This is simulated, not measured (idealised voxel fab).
process module | voxel wiring stack
cross-section cut | 250 nm wide | cells 5 nm
A cross-section is a grid of square cells, given in bands from the top down. A band is one or more rows of cells.
Each band's line starts with the height of the band's top and of its bottom, in nm. Then come its materials from left to right, each with its width in nm. One material with "throughout" fills the band from edge to edge. "air" is empty space.
Height 0 is the level under which the wafer as received is all one material. The lowest band goes on downwards, as in "0 down".
A width such as "30 to 40" changes by the same amount from each row of cells to the next, from the band's top row to its bottom row.
"no change" after a step means that no cell of the cross-section changed.
closed voids: empty space of 8 cells or more with no open way to the top, each as width x height at its distance from the left edge, in nm
after a step's settings: what the simulator itself notes on the step
overlay nm, on a step with a mask: how far to the right of its planned place the mask lay; to the left if negative
Each pair below shows a cross-section before one step and the cross-section after it, down to the lowest band that changed. The line under each pair gives the step between them, with its settings. The pairs can come from different runs of this module on the same starting wafer, so a pair continues from the pair above only where its "before" says so.
before
  105 to 100: TiN 50 | air 15 | TiN 30 | air 15 | TiN 30 | air 15 | TiN 30 | air 15 | TiN 50
  100 to 75: lowk 45 | TiN 5 | air 15 | TiN 5 | lowk 20 | TiN 5 | air 15 | TiN 5 | lowk 20 | TiN 5 | air 15 | TiN 5 | lowk 20 | TiN 5 | air 15 | TiN 5 | lowk 45
  75 to 70: SiN 45 | TiN 25 | SiN 20 | TiN 25 | SiN 20 | TiN 25 | SiN 20 | TiN 25 | SiN 45
  70 to 50: lowk 45 | Ru 20 | lowk 70 | Ru 20 | lowk 95
  50 to 45: SiCN 45 | Ru 15 | SiCN 75 | Ru 15 | SiCN 100
  45 to 20: lowk 45 | TiN 5 | W 15 | TiN 5 | lowk 20 | TiN 5 | W 15 | TiN 5 | lowk 20 | TiN 5 | W 15 | TiN 5 | lowk 20 | TiN 5 | W 15 | TiN 5 | lowk 45
  20 to 15: SiN 45 | TiN 25 | SiN 20 | TiN 25 | SiN 20 | TiN 25 | SiN 20 | TiN 25 | SiN 45
  15 to 0: SiO2 throughout
  0 down: Si throughout
  closed voids: none
after
  115 to 105: Ru throughout
  105 to 100: TiN 50 | Ru 15 | TiN 30 | Ru 15 | TiN 30 | Ru 15 | TiN 30 | Ru 15 | TiN 50
  100 to 75: lowk 45 | TiN 5 | Ru 15 | TiN 5 | lowk 20 | TiN 5 | Ru 15 | TiN 5 | lowk 20 | TiN 5 | Ru 15 | TiN 5 | lowk 20 | TiN 5 | Ru 15 | TiN 5 | lowk 45
  below 75: unchanged
  closed voids: none
the step between: op FILL_DEP | material Ru | thk nm 10
before: the cross-section after the pair above
after
  100 to 75: lowk 45 | TiN 5 | Ru 15 | TiN 5 | lowk 20 | TiN 5 | Ru 15 | TiN 5 | lowk 20 | TiN 5 | Ru 15 | TiN 5 | lowk 20 | TiN 5 | Ru 15 | TiN 5 | lowk 45
  below 75: unchanged
  closed voids: none
the step between: op CMP | height nm 100
before: the cross-section after the pair above
after
  105 to 100: SiCN throughout
  below 100: unchanged
  closed voids: none
the step between: op CONFORMAL_DEP | material SiCN | thk nm 5
before: the cross-section after the pair above
after
  115 to 105: lowk throughout
  below 105: unchanged
  closed voids: none
the step between: op DIRECTIONAL_DEP | material lowk | thk nm 10
before: the cross-section after the pair above
after
  135 to 115: resist 45 | air 15 | resist 30 | air 15 | resist 30 | air 15 | resist 30 | air 15 | resist 55
  below 115: unchanged
  closed voids: none
the step between: op PATTERN | tone open | mask id PLUG_2 | material resist | width nm 15 | pitch nm 45 | thk nm 20 | overlay nm 0
before: the cross-section after the pair above
after
  135 to 115: resist 45 | air 15 | resist 30 | air 15 | resist 30 | air 15 | resist 30 | air 15 | resist 55
  115 to 105: lowk 45 | air 15 | lowk 30 | air 15 | lowk 30 | air 15 | lowk 30 | air 15 | lowk 55
  below 105: unchanged
  closed voids: none
the step between: op DIRECTIONAL_ETCH | etch materials lowk | depth nm 10
before: the cross-section after the pair above
after
  135 to 115: resist 45 | air 15 | resist 30 | air 15 | resist 30 | air 15 | resist 30 | air 15 | resist 55
  115 to 105: lowk 45 | air 15 | lowk 30 | air 15 | lowk 30 | air 15 | lowk 30 | air 15 | lowk 55
  105 to 100: SiCN 45 | air 15 | SiCN 30 | air 15 | SiCN 30 | air 15 | SiCN 30 | air 15 | SiCN 55
  below 100: unchanged
  closed voids: none
the step between: op DIRECTIONAL_ETCH | etch materials SiCN | depth nm 5
before: the cross-section after the pair above
after
  115 to 105: lowk 45 | air 15 | lowk 30 | air 15 | lowk 30 | air 15 | lowk 30 | air 15 | lowk 55
  below 105: unchanged
  closed voids: none
the step between: op STRIP | etch materials resist
before: the cross-section after the pair above
after
  120 to 115: TiN 50 | air 5 | TiN 40 | air 5 | TiN 40 | air 5 | TiN 40 | air 5 | TiN 60
  115 to 105: lowk 45 | TiN 5 | air 5 | TiN 5 | lowk 30 | TiN 5 | air 5 | TiN 5 | lowk 30 | TiN 5 | air 5 | TiN 5 | lowk 30 | TiN 5 | air 5 | TiN 5 | lowk 55
  105 to 100: SiCN 45 | TiN 15 | SiCN 30 | TiN 15 | SiCN 30 | TiN 15 | SiCN 30 | TiN 15 | SiCN 55
  below 100: unchanged
  closed voids: none
the step between: op CONFORMAL_DEP | material TiN | thk nm 5
before: the cross-section after the pair above
after
  130 to 120: W throughout
  120 to 115: TiN 50 | W 5 | TiN 40 | W 5 | TiN 40 | W 5 | TiN 40 | W 5 | TiN 60
  115 to 105: lowk 45 | TiN 5 | W 5 | TiN 5 | lowk 30 | TiN 5 | W 5 | TiN 5 | lowk 30 | TiN 5 | W 5 | TiN 5 | lowk 30 | TiN 5 | W 5 | TiN 5 | lowk 55
  below 105: unchanged
  closed voids: none
the step between: op FILL_DEP | material W | thk nm 10
before: the cross-section after the pair above
after
  115 to 105: lowk 45 | TiN 5 | W 5 | TiN 5 | lowk 30 | TiN 5 | W 5 | TiN 5 | lowk 30 | TiN 5 | W 5 | TiN 5 | lowk 30 | TiN 5 | W 5 | TiN 5 | lowk 55
  below 105: unchanged
  closed voids: none
the step between: op CMP | height nm 115
before: the cross-section after the pair above
after
  120 to 115: TiN throughout
  below 115: unchanged
  closed voids: none
the step between: op DIRECTIONAL_DEP | material TiN | thk nm 5
before: the cross-section after the pair above
after
  135 to 120: W throughout
  below 120: unchanged
  closed voids: none
the step between: op DIRECTIONAL_DEP | material W | thk nm 15
before: the cross-section after the pair above
after
  145 to 135: aC throughout
  below 135: unchanged
  closed voids: none
the step between: op DIRECTIONAL_DEP | material aC | thk nm 10
before: the cross-section after the pair above
after
  175 to 145: air 45 | resist 25 | air 20 | resist 25 | air 20 | resist 25 | air 20 | resist 25 | air 45
  below 145: unchanged
  closed voids: none
the step between: op PATTERN | tone cover | mask id METAL_3 | material resist | width nm 25 | pitch nm 45 | thk nm 30 | overlay nm 0
before: the cross-section after the pair above
after
  165 to 145: air 45 | resist 25 | air 20 | resist 25 | air 20 | resist 25 | air 20 | resist 25 | air 45
  145 to 135: air 45 | aC 25 | air 20 | aC 25 | air 20 | aC 25 | air 20 | aC 25 | air 45
  below 135: unchanged
  closed voids: none
the step between: op DIRECTIONAL_ETCH | etch materials aC | depth nm 10
before: the cross-section after the pair above
after
  145 to 135: air 45 | aC 25 | air 20 | aC 25 | air 20 | aC 25 | air 20 | aC 25 | air 45
  below 135: unchanged
  closed voids: none
the step between: op STRIP | etch materials resist
before: the cross-section after the pair above
after
  145 to 135: air 45 | aC 25 | air 20 | aC 25 | air 20 | aC 25 | air 20 | aC 25 | air 45
  135 to 120: air 45 | W 25 | air 20 | W 25 | air 20 | W 25 | air 20 | W 25 | air 45
  below 120: unchanged
  closed voids: none
the step between: op DIRECTIONAL_ETCH | etch materials W | depth nm 15
before: the cross-section after the pair above
after
  145 to 135: air 45 | aC 25 | air 20 | aC 25 | air 20 | aC 25 | air 20 | aC 25 | air 45
  135 to 120: air 45 | W 25 | air 20 | W 25 | air 20 | W 25 | air 20 | W 25 | air 45
  120 to 115: air 45 | TiN 25 | air 20 | TiN 25 | air 20 | TiN 25 | air 20 | TiN 25 | air 45
  below 115: unchanged
  closed voids: none
the step between: op DIRECTIONAL_ETCH | etch materials TiN | depth nm 5
before: the cross-section after the pair above
after
  135 to 120: air 45 | W 25 | air 20 | W 25 | air 20 | W 25 | air 20 | W 25 | air 45
  below 120: unchanged
  closed voids: none
the step between: op STRIP | etch materials aC
before: the cross-section after the pair above
after
  145 to 135: lowk throughout
  135 to 120: lowk 45 | W 25 | lowk 20 | W 25 | lowk 20 | W 25 | lowk 20 | W 25 | lowk 45
  120 to 115: lowk 45 | TiN 25 | lowk 20 | TiN 25 | lowk 20 | TiN 25 | lowk 20 | TiN 25 | lowk 45
  below 115: unchanged
  closed voids: none
the step between: op FILL_DEP | material lowk | thk nm 10
before: the cross-section after the pair above
after
  135 to 120: lowk 45 | W 25 | lowk 20 | W 25 | lowk 20 | W 25 | lowk 20 | W 25 | lowk 45
  below 120: unchanged
  closed voids: none
the step between: op CMP | height nm 135
before: the cross-section after the pair above
after
  140 to 135: SiN throughout
  below 135: unchanged
  closed voids: none
the step between: op CONFORMAL_DEP | material SiN | thk nm 5
before
  100 to 75: lowk throughout
  75 to 70: SiN throughout
  70 to 50: lowk 45 | Ru 15 | lowk 75 | Ru 15 | lowk 100
  50 to 45: SiCN 45 | Ru 15 | SiCN 75 | Ru 15 | SiCN 100
  45 to 20: lowk 45 | TiN 5 | W 15 | TiN 5 | lowk 20 | TiN 5 | W 15 | TiN 5 | lowk 20 | TiN 5 | W 15 | TiN 5 | lowk 20 | TiN 5 | W 15 | TiN 5 | lowk 45
  20 to 15: SiN 45 | TiN 25 | SiN 20 | TiN 25 | SiN 20 | TiN 25 | SiN 20 | TiN 25 | SiN 45
  15 to 0: SiO2 throughout
  0 down: Si throughout
  closed voids: none
after
  100 to 75: lowk 35 | air 25 | lowk 20 | air 25 | lowk 20 | air 25 | lowk 20 | air 25 | lowk 55
  below 75: unchanged
  closed voids: none
the step between: op MASKED_ETCH | tone open | mask id METAL_2 | width nm 25 | pitch nm 45 | etch materials lowk | depth nm 25 | overlay nm -10
before: the cross-section after the pair above
after
  100 to 75: lowk 35 | air 25 | lowk 20 | air 25 | lowk 20 | air 25 | lowk 20 | air 25 | lowk 55
  75 to 70: SiN 45 | air 15 | SiN 30 | air 15 | SiN 30 | air 15 | SiN 30 | air 15 | SiN 55
  below 70: unchanged
  closed voids: none
the step between: op MASKED_ETCH | tone open | mask id METAL_2 | width nm 25 | pitch nm 45 | etch materials SiN | depth nm 5 | overlay nm 0
before: the cross-section after the pair above
after
  105 to 100: TiN 40 | air 15 | TiN 30 | air 15 | TiN 30 | air 15 | TiN 30 | air 15 | TiN 60
  100 to 80: lowk 35 | TiN 5 | air 15 | TiN 5 | lowk 20 | TiN 5 | air 15 | TiN 5 | lowk 20 | TiN 5 | air 15 | TiN 5 | lowk 20 | TiN 5 | air 15 | TiN 5 | lowk 55
  80 to 75: lowk 35 | TiN 15 | air 5 | TiN 5 | lowk 20 | TiN 15 | air 5 | TiN 5 | lowk 20 | TiN 15 | air 5 | TiN 5 | lowk 20 | TiN 15 | air 5 | TiN 5 | lowk 55
  75 to 70: SiN 45 | TiN 15 | SiN 30 | TiN 15 | SiN 30 | TiN 15 | SiN 30 | TiN 15 | SiN 55
  below 70: unchanged
  closed voids: none
the step between: op CONFORMAL_DEP | material TiN | thk nm 5
before: the cross-section after the pair above
after
  115 to 105: Ru throughout
  105 to 100: TiN 40 | Ru 15 | TiN 30 | Ru 15 | TiN 30 | Ru 15 | TiN 30 | Ru 15 | TiN 60
  100 to 80: lowk 35 | TiN 5 | Ru 15 | TiN 5 | lowk 20 | TiN 5 | Ru 15 | TiN 5 | lowk 20 | TiN 5 | Ru 15 | TiN 5 | lowk 20 | TiN 5 | Ru 15 | TiN 5 | lowk 55
  80 to 75: lowk 35 | TiN 15 | Ru 5 | TiN 5 | lowk 20 | TiN 15 | Ru 5 | TiN 5 | lowk 20 | TiN 15 | Ru 5 | TiN 5 | lowk 20 | TiN 15 | Ru 5 | TiN 5 | lowk 55
  below 75: unchanged
  closed voids: none
the step between: op FILL_DEP | material Ru | thk nm 10
before: the cross-section after the pair above
after
  100 to 80: lowk 35 | TiN 5 | Ru 15 | TiN 5 | lowk 20 | TiN 5 | Ru 15 | TiN 5 | lowk 20 | TiN 5 | Ru 15 | TiN 5 | lowk 20 | TiN 5 | Ru 15 | TiN 5 | lowk 55
  below 80: unchanged
  closed voids: none
the step between: op CMP | height nm 100
before: the cross-section after the pair above
after
  105 to 100: SiCN throughout
  below 100: unchanged
  closed voids: none
the step between: op CONFORMAL_DEP | material SiCN | thk nm 5
before: the cross-section after the pair above
after
  115 to 105: lowk throughout
  below 105: unchanged
  closed voids: none
the step between: op DIRECTIONAL_DEP | material lowk | thk nm 10
before: the cross-section after the pair above
after
  135 to 115: resist 45 | air 15 | resist 30 | air 15 | resist 30 | air 15 | resist 30 | air 15 | resist 55
  below 115: unchanged
  closed voids: none
the step between: op PATTERN | tone open | mask id PLUG_2 | material resist | width nm 15 | pitch nm 45 | thk nm 20 | overlay nm 0
before: the cross-section after the pair above
after
  135 to 115: resist 45 | air 15 | resist 30 | air 15 | resist 30 | air 15 | resist 30 | air 15 | resist 55
  115 to 105: lowk 45 | air 15 | lowk 30 | air 15 | lowk 30 | air 15 | lowk 30 | air 15 | lowk 55
  below 105: unchanged
  closed voids: none
the step between: op DIRECTIONAL_ETCH | etch materials lowk | depth nm 10
before: the cross-section after the pair above
after
  135 to 115: resist 45 | air 15 | resist 30 | air 15 | resist 30 | air 15 | resist 30 | air 15 | resist 55
  115 to 105: lowk 45 | air 15 | lowk 30 | air 15 | lowk 30 | air 15 | lowk 30 | air 15 | lowk 55
  105 to 100: SiCN 45 | air 15 | SiCN 30 | air 15 | SiCN 30 | air 15 | SiCN 30 | air 15 | SiCN 55
  below 100: unchanged
  closed voids: none
the step between: op DIRECTIONAL_ETCH | etch materials SiCN | depth nm 5
before: the cross-section after the pair above
after
  115 to 105: lowk 45 | air 15 | lowk 30 | air 15 | lowk 30 | air 15 | lowk 30 | air 15 | lowk 55
  below 105: unchanged
  closed voids: none
the step between: op STRIP | etch materials resist
before: the cross-section after the pair above
after
  120 to 115: TiN 50 | air 5 | TiN 40 | air 5 | TiN 40 | air 5 | TiN 40 | air 5 | TiN 60
  115 to 105: lowk 45 | TiN 5 | air 5 | TiN 5 | lowk 30 | TiN 5 | air 5 | TiN 5 | lowk 30 | TiN 5 | air 5 | TiN 5 | lowk 30 | TiN 5 | air 5 | TiN 5 | lowk 55
  105 to 100: SiCN 45 | TiN 15 | SiCN 30 | TiN 15 | SiCN 30 | TiN 15 | SiCN 30 | TiN 15 | SiCN 55
  below 100: unchanged
  closed voids: none
the step between: op CONFORMAL_DEP | material TiN | thk nm 5
before: the cross-section after the pair above
after
  130 to 120: W throughout
  120 to 115: TiN 50 | W 5 | TiN 40 | W 5 | TiN 40 | W 5 | TiN 40 | W 5 | TiN 60
  115 to 105: lowk 45 | TiN 5 | W 5 | TiN 5 | lowk 30 | TiN 5 | W 5 | TiN 5 | lowk 30 | TiN 5 | W 5 | TiN 5 | lowk 30 | TiN 5 | W 5 | TiN 5 | lowk 55
  below 105: unchanged
  closed voids: none
the step between: op FILL_DEP | material W | thk nm 10
before: the cross-section after the pair above
after
  115 to 105: lowk 45 | TiN 5 | W 5 | TiN 5 | lowk 30 | TiN 5 | W 5 | TiN 5 | lowk 30 | TiN 5 | W 5 | TiN 5 | lowk 30 | TiN 5 | W 5 | TiN 5 | lowk 55
  below 105: unchanged
  closed voids: none
the step between: op CMP | height nm 115
before: the cross-section after the pair above
after
  120 to 115: TiN throughout
  below 115: unchanged
  closed voids: none
the step between: op DIRECTIONAL_DEP | material TiN | thk nm 5
before: the cross-section after the pair above
after
  135 to 120: W throughout
  below 120: unchanged
  closed voids: none
the step between: op DIRECTIONAL_DEP | material W | thk nm 15
before: the cross-section after the pair above
after
  145 to 135: aC throughout
  below 135: unchanged
  closed voids: none
the step between: op DIRECTIONAL_DEP | material aC | thk nm 10
before: the cross-section after the pair above
after
  175 to 145: air 45 | resist 25 | air 20 | resist 25 | air 20 | resist 25 | air 20 | resist 25 | air 45
  below 145: unchanged
  closed voids: none
the step between: op PATTERN | tone cover | mask id METAL_3 | material resist | width nm 25 | pitch nm 45 | thk nm 30 | overlay nm 0
before: the cross-section after the pair above
after
  165 to 145: air 45 | resist 25 | air 20 | resist 25 | air 20 | resist 25 | air 20 | resist 25 | air 45
  145 to 135: air 45 | aC 25 | air 20 | aC 25 | air 20 | aC 25 | air 20 | aC 25 | air 45
  below 135: unchanged
  closed voids: none
the step between: op DIRECTIONAL_ETCH | etch materials aC | depth nm 10
before: the cross-section after the pair above
after
  145 to 135: air 45 | aC 25 | air 20 | aC 25 | air 20 | aC 25 | air 20 | aC 25 | air 45
  below 135: unchanged
  closed voids: none
the step between: op STRIP | etch materials resist
before: the cross-section after the pair above
after
  145 to 135: air 45 | aC 25 | air 20 | aC 25 | air 20 | aC 25 | air 20 | aC 25 | air 45
  135 to 120: air 45 | W 25 | air 20 | W 25 | air 20 | W 25 | air 20 | W 25 | air 45
  below 120: unchanged
  closed voids: none
the step between: op DIRECTIONAL_ETCH | etch materials W | depth nm 15
before: the cross-section after the pair above
after
  145 to 135: air 45 | aC 25 | air 20 | aC 25 | air 20 | aC 25 | air 20 | aC 25 | air 45
  135 to 120: air 45 | W 25 | air 20 | W 25 | air 20 | W 25 | air 20 | W 25 | air 45
  120 to 115: air 45 | TiN 25 | air 20 | TiN 25 | air 20 | TiN 25 | air 20 | TiN 25 | air 45
  below 115: unchanged
  closed voids: none
the step between: op DIRECTIONAL_ETCH | etch materials TiN | depth nm 5
before: the cross-section after the pair above
after
  135 to 120: air 45 | W 25 | air 20 | W 25 | air 20 | W 25 | air 20 | W 25 | air 45
  below 120: unchanged
  closed voids: none
the step between: op STRIP | etch materials aC
before: the cross-section after the pair above
after
  145 to 135: lowk throughout
  135 to 120: lowk 45 | W 25 | lowk 20 | W 25 | lowk 20 | W 25 | lowk 20 | W 25 | lowk 45
  120 to 115: lowk 45 | TiN 25 | lowk 20 | TiN 25 | lowk 20 | TiN 25 | lowk 20 | TiN 25 | lowk 45
  below 115: unchanged
  closed voids: none
the step between: op FILL_DEP | material lowk | thk nm 10
before: the cross-section after the pair above
after
  135 to 120: lowk 45 | W 25 | lowk 20 | W 25 | lowk 20 | W 25 | lowk 20 | W 25 | lowk 45
  below 120: unchanged
  closed voids: none
the step between: op CMP | height nm 135
before: the cross-section after the pair above
after
  140 to 135: SiN throughout
  below 135: unchanged
  closed voids: none
the step between: op CONFORMAL_DEP | material SiN | thk nm 5
before
  15 to 0: SiO2 throughout
  0 down: Si throughout
  closed voids: none
after
  20 to 15: lowk throughout
  below 15: unchanged
  closed voids: none
the step between: op CONFORMAL_DEP | material lowk | thk nm 5
before: the cross-section after the pair above
after
  45 to 15: lowk throughout
  below 15: unchanged
  closed voids: none
the step between: op DIRECTIONAL_DEP | material lowk | thk nm 25
before: the cross-section after the pair above
after
  55 to 45: aC throughout
  below 45: unchanged
  closed voids: none
the step between: op DIRECTIONAL_DEP | material aC | thk nm 10
before: the cross-section after the pair above
after
  80 to 55: resist 45 | air 25 | resist 20 | air 25 | resist 20 | air 25 | resist 20 | air 25 | resist 45
  below 55: unchanged
  closed voids: none
the step between: op PATTERN | tone open | mask id METAL_1 | material resist | width nm 25 | pitch nm 45 | thk nm 25 | overlay nm 0
before: the cross-section after the pair above
after
  70 to 55: resist 45 | air 25 | resist 20 | air 25 | resist 20 | air 25 | resist 20 | air 25 | resist 45
  55 to 45: aC 45 | air 25 | aC 20 | air 25 | aC 20 | air 25 | aC 20 | air 25 | aC 45
  below 45: unchanged
  closed voids: none
the step between: op DIRECTIONAL_ETCH | etch materials aC | depth nm 10
before: the cross-section after the pair above
after
  55 to 45: aC 45 | air 25 | aC 20 | air 25 | aC 20 | air 25 | aC 20 | air 25 | aC 45
  below 45: unchanged
  closed voids: none
the step between: op STRIP | etch materials resist
before: the cross-section after the pair above
after
  55 to 45: aC 45 | air 25 | aC 20 | air 25 | aC 20 | air 25 | aC 20 | air 25 | aC 45
  45 to 20: lowk 45 | air 25 | lowk 20 | air 25 | lowk 20 | air 25 | lowk 20 | air 25 | lowk 45
  below 20: unchanged
  closed voids: none
the step between: op DIRECTIONAL_ETCH | etch materials lowk | depth nm 25
before: the cross-section after the pair above
after
  45 to 20: lowk 45 | air 25 | lowk 20 | air 25 | lowk 20 | air 25 | lowk 20 | air 25 | lowk 45
  below 20: unchanged
  closed voids: none
the step between: op STRIP | etch materials aC
before: the cross-section after the pair above
after
  50 to 45: TiN 50 | air 15 | TiN 30 | air 15 | TiN 30 | air 15 | TiN 30 | air 15 | TiN 50
  45 to 25: lowk 45 | TiN 5 | air 15 | TiN 5 | lowk 20 | TiN 5 | air 15 | TiN 5 | lowk 20 | TiN 5 | air 15 | TiN 5 | lowk 20 | TiN 5 | air 15 | TiN 5 | lowk 45
  25 to 20: lowk 45 | TiN 25 | lowk 20 | TiN 25 | lowk 20 | TiN 25 | lowk 20 | TiN 25 | lowk 45
  below 20: unchanged
  closed voids: none
the step between: op CONFORMAL_DEP | material TiN | thk nm 5
before: the cross-section after the pair above
after
  60 to 50: W throughout
  50 to 45: TiN 50 | W 15 | TiN 30 | W 15 | TiN 30 | W 15 | TiN 30 | W 15 | TiN 50
  45 to 25: lowk 45 | TiN 5 | W 15 | TiN 5 | lowk 20 | TiN 5 | W 15 | TiN 5 | lowk 20 | TiN 5 | W 15 | TiN 5 | lowk 20 | TiN 5 | W 15 | TiN 5 | lowk 45
  below 25: unchanged
  closed voids: none
the step between: op FILL_DEP | material W | thk nm 10
before: the cross-section after the pair above
after
  45 to 25: lowk 45 | TiN 5 | W 15 | TiN 5 | lowk 20 | TiN 5 | W 15 | TiN 5 | lowk 20 | TiN 5 | W 15 | TiN 5 | lowk 20 | TiN 5 | W 15 | TiN 5 | lowk 45
  below 25: unchanged
  closed voids: none
the step between: op CMP | height nm 45
before: the cross-section after the pair above
after
  50 to 45: SiCN throughout
  below 45: unchanged
  closed voids: none
the step between: op CONFORMAL_DEP | material SiCN | thk nm 5
before: the cross-section after the pair above
after
  70 to 50: lowk throughout
  below 50: unchanged
  closed voids: none
the step between: op DIRECTIONAL_DEP | material lowk | thk nm 20
before: the cross-section after the pair above
after
  70 to 50: lowk 45 | air 15 | lowk 75 | air 15 | lowk 100
  below 50: unchanged
  closed voids: none
the step between: op MASKED_ETCH | tone open | mask id PLUG_1 | width nm 15 | pitch nm 90 | etch materials lowk | depth nm 20 | overlay nm 0
before: the cross-section after the pair above
after
  70 to 50: lowk 45 | air 15 | lowk 75 | air 15 | lowk 100
  50 to 45: SiCN 45 | air 15 | SiCN 75 | air 15 | SiCN 100
  below 45: unchanged
  closed voids: none
the step between: op MASKED_ETCH | tone open | mask id PLUG_1 | width nm 15 | pitch nm 90 | etch materials SiCN | depth nm 5 | overlay nm 0
before: the cross-section after the pair above
after
  70 to 55: lowk 45 | air 15 | lowk 75 | air 15 | lowk 100
  55 to 50: lowk 45 | Ru 15 | lowk 75 | Ru 15 | lowk 100
  50 to 45: SiCN 45 | Ru 15 | SiCN 75 | Ru 15 | SiCN 100
  below 45: unchanged
  closed voids: none
the step between: op EPI | material Ru | thk nm 10
before: the cross-section after the pair above
after
  70 to 65: lowk 45 | air 15 | lowk 75 | air 15 | lowk 100
  65 to 50: lowk 45 | Ru 15 | lowk 75 | Ru 15 | lowk 100
  below 50: unchanged
  closed voids: none
the step between: op EPI | material Ru | thk nm 10
before: the cross-section after the pair above
after
  70 to 50: lowk 45 | Ru 15 | lowk 75 | Ru 15 | lowk 100
  below 50: unchanged
  closed voids: none
the step between: op EPI | material Ru | thk nm 5
before: the cross-section after the pair above
after
  75 to 70: SiN throughout
  below 70: unchanged
  closed voids: none
the step between: op CONFORMAL_DEP | material SiN | thk nm 5
before: the cross-section after the pair above
after
  100 to 75: lowk throughout
  below 75: unchanged
  closed voids: none
the step between: op DIRECTIONAL_DEP | material lowk | thk nm 25
before: the cross-section after the pair above
after
  100 to 75: lowk 45 | air 25 | lowk 20 | air 25 | lowk 20 | air 25 | lowk 20 | air 25 | lowk 45
  below 75: unchanged
  closed voids: none
the step between: op MASKED_ETCH | tone open | mask id METAL_2 | width nm 25 | pitch nm 45 | etch materials lowk | depth nm 25 | overlay nm 0
before: the cross-section after the pair above
after
  100 to 75: lowk 45 | air 25 | lowk 20 | air 25 | lowk 20 | air 25 | lowk 20 | air 25 | lowk 45
  75 to 70: SiN 45 | air 25 | SiN 20 | air 25 | SiN 20 | air 25 | SiN 20 | air 25 | SiN 45
  below 70: unchanged
  closed voids: none
the step between: op MASKED_ETCH | tone open | mask id METAL_2 | width nm 25 | pitch nm 45 | etch materials SiN | depth nm 5 | overlay nm 0
before: the cross-section after the pair above
after
  105 to 100: TiN 50 | air 15 | TiN 30 | air 15 | TiN 30 | air 15 | TiN 30 | air 15 | TiN 50
  100 to 75: lowk 45 | TiN 5 | air 15 | TiN 5 | lowk 20 | TiN 5 | air 15 | TiN 5 | lowk 20 | TiN 5 | air 15 | TiN 5 | lowk 20 | TiN 5 | air 15 | TiN 5 | lowk 45
  75 to 70: SiN 45 | TiN 25 | SiN 20 | TiN 25 | SiN 20 | TiN 25 | SiN 20 | TiN 25 | SiN 45
  below 70: unchanged
  closed voids: none
the step between: op CONFORMAL_DEP | material TiN | thk nm 5
before: the cross-section after the pair above
after
  115 to 105: Ru throughout
  105 to 100: TiN 50 | Ru 15 | TiN 30 | Ru 15 | TiN 30 | Ru 15 | TiN 30 | Ru 15 | TiN 50
  100 to 75: lowk 45 | TiN 5 | Ru 15 | TiN 5 | lowk 20 | TiN 5 | Ru 15 | TiN 5 | lowk 20 | TiN 5 | Ru 15 | TiN 5 | lowk 20 | TiN 5 | Ru 15 | TiN 5 | lowk 45
  below 75: unchanged
  closed voids: none
the step between: op FILL_DEP | material Ru | thk nm 10
before: the cross-section after the pair above
after
  100 to 75: lowk 45 | TiN 5 | Ru 15 | TiN 5 | lowk 20 | TiN 5 | Ru 15 | TiN 5 | lowk 20 | TiN 5 | Ru 15 | TiN 5 | lowk 20 | TiN 5 | Ru 15 | TiN 5 | lowk 45
  below 75: unchanged
  closed voids: none
the step between: op CMP | height nm 100
before: the cross-section after the pair above
after
  105 to 100: SiCN throughout
  below 100: unchanged
  closed voids: none
the step between: op CONFORMAL_DEP | material SiCN | thk nm 5
before: the cross-section after the pair above
after
  115 to 105: lowk throughout
  below 105: unchanged
  closed voids: none
the step between: op DIRECTIONAL_DEP | material lowk | thk nm 10
before: the cross-section after the pair above
after
  135 to 115: resist 45 | air 15 | resist 30 | air 15 | resist 30 | air 15 | resist 30 | air 15 | resist 55
  below 115: unchanged
  closed voids: none
the step between: op PATTERN | tone open | mask id PLUG_2 | material resist | width nm 15 | pitch nm 45 | thk nm 20 | overlay nm 0
before: the cross-section after the pair above
after
  135 to 115: resist 45 | air 15 | resist 30 | air 15 | resist 30 | air 15 | resist 30 | air 15 | resist 55
  115 to 105: lowk 45 | air 15 | lowk 30 | air 15 | lowk 30 | air 15 | lowk 30 | air 15 | lowk 55
  below 105: unchanged
  closed voids: none
the step between: op DIRECTIONAL_ETCH | etch materials lowk | depth nm 10
before: the cross-section after the pair above
after
  135 to 115: resist 45 | air 15 | resist 30 | air 15 | resist 30 | air 15 | resist 30 | air 15 | resist 55
  115 to 105: lowk 45 | air 15 | lowk 30 | air 15 | lowk 30 | air 15 | lowk 30 | air 15 | lowk 55
  105 to 100: SiCN 45 | air 15 | SiCN 30 | air 15 | SiCN 30 | air 15 | SiCN 30 | air 15 | SiCN 55
  below 100: unchanged
  closed voids: none
the step between: op DIRECTIONAL_ETCH | etch materials SiCN | depth nm 5
before: the cross-section after the pair above
after
  115 to 105: lowk 45 | air 15 | lowk 30 | air 15 | lowk 30 | air 15 | lowk 30 | air 15 | lowk 55
  below 105: unchanged
  closed voids: none
the step between: op STRIP | etch materials resist
before: the cross-section after the pair above
after
  120 to 115: TiN 50 | air 5 | TiN 40 | air 5 | TiN 40 | air 5 | TiN 40 | air 5 | TiN 60
  115 to 105: lowk 45 | TiN 5 | air 5 | TiN 5 | lowk 30 | TiN 5 | air 5 | TiN 5 | lowk 30 | TiN 5 | air 5 | TiN 5 | lowk 30 | TiN 5 | air 5 | TiN 5 | lowk 55
  105 to 100: SiCN 45 | TiN 15 | SiCN 30 | TiN 15 | SiCN 30 | TiN 15 | SiCN 30 | TiN 15 | SiCN 55
  below 100: unchanged
  closed voids: none
the step between: op CONFORMAL_DEP | material TiN | thk nm 5
before: the cross-section after the pair above
after
  130 to 120: W throughout
  120 to 115: TiN 50 | W 5 | TiN 40 | W 5 | TiN 40 | W 5 | TiN 40 | W 5 | TiN 60
  115 to 105: lowk 45 | TiN 5 | W 5 | TiN 5 | lowk 30 | TiN 5 | W 5 | TiN 5 | lowk 30 | TiN 5 | W 5 | TiN 5 | lowk 30 | TiN 5 | W 5 | TiN 5 | lowk 55
  below 105: unchanged
  closed voids: none
the step between: op FILL_DEP | material W | thk nm 10
before: the cross-section after the pair above
after
  115 to 105: lowk 45 | TiN 5 | W 5 | TiN 5 | lowk 30 | TiN 5 | W 5 | TiN 5 | lowk 30 | TiN 5 | W 5 | TiN 5 | lowk 30 | TiN 5 | W 5 | TiN 5 | lowk 55
  below 105: unchanged
  closed voids: none
the step between: op CMP | height nm 115
before: the cross-section after the pair above
after
  120 to 115: TiN throughout
  below 115: unchanged
  closed voids: none
the step between: op DIRECTIONAL_DEP | material TiN | thk nm 5
before: the cross-section after the pair above
after
  135 to 120: W throughout
  below 120: unchanged
  closed voids: none
the step between: op DIRECTIONAL_DEP | material W | thk nm 15
before: the cross-section after the pair above
after
  145 to 135: aC throughout
  below 135: unchanged
  closed voids: none
the step between: op DIRECTIONAL_DEP | material aC | thk nm 10
before: the cross-section after the pair above
after
  175 to 145: air 45 | resist 25 | air 20 | resist 25 | air 20 | resist 25 | air 20 | resist 25 | air 45
  below 145: unchanged
  closed voids: none
the step between: op PATTERN | tone cover | mask id METAL_3 | material resist | width nm 25 | pitch nm 45 | thk nm 30 | overlay nm 0
